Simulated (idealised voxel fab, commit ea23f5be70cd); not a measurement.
process module | voxel air gaps
cross-section cut | 235 nm wide | cells 5 nm
A cross-section is a grid of square cells, given in bands from the top down. A band is one or more rows of cells.
Each band's line starts with the height of the band's top and of its bottom, in nm. Then come its materials from left to right, each with its width in nm. One material with "throughout" fills the band from edge to edge. "air" is empty space.
Height 0 is the level under which the wafer as received is all one material. The lowest band goes on downwards, as in "0 down".
A width such as "30 to 40" changes by the same amount from each row of cells to the next, from the band's top row to its bottom row.
"no change" after a step means that no cell of the cross-section changed.
closed voids: empty space of 8 cells or more with no open way to the top, each as width x height at its distance from the left edge, in nm
after a step's settings: what the simulator itself notes on the step
overlay nm, on a step with a mask: how far to the right of its planned place the mask lay; to the left if negative
plan
1 op RECEIVE | material Si
2 op CONFORMAL_DEP | material SiO2 | thk nm 10
3 op CONFORMAL_DEP | material SiN | thk nm 5
4 op DIRECTIONAL_DEP | material SiO2 | thk nm 35
5 op MASKED_ETCH | tone open | mask id LINES | width nm 15 | pitch nm 40 | etch materials SiO2 | depth nm 35 | overlay nm 0
6 op CONFORMAL_DEP | material TiN | thk nm 5
7 op FILL_DEP | material Ru | thk nm 5
8 op CMP | height nm 50
9 op EPI | material Ru | thk nm 10
10 op SELECTIVE_ETCH | etch materials SiO2 | depth nm 45
11 op CONFORMAL_DEP | material SiCN | thk nm 5
as received, after step 1
  0 down: Si throughout
  closed voids: none
a wafer at the end: this start, this plan, one mistake
  65 to 60: SiCN throughout
  60 to 50: Ru throughout
  50 to 20: Ru 45 | TiN 5 | SiO2 15 | TiN 5 | Ru 15 | TiN 5 | SiO2 15 | TiN 5 | Ru 15 | TiN 5 | SiO2 15 | TiN 5 | Ru 15 | TiN 5 | SiO2 15 | TiN 5 | Ru 45
  20 to 15: TiN 50 | SiO2 15 | TiN 25 | SiO2 15 | TiN 25 | SiO2 15 | TiN 25 | SiO2 15 | TiN 50
  15 to 10: SiN throughout
  10 to 0: SiO2 throughout
  0 down: Si throughout
  closed voids: none
what went wrong: step 5 ran as: op MASKED_ETCH | tone cover | mask id LINES | width nm 15 | pitch nm 40 | etch materials SiO2 | depth nm 35 | overlay nm 0
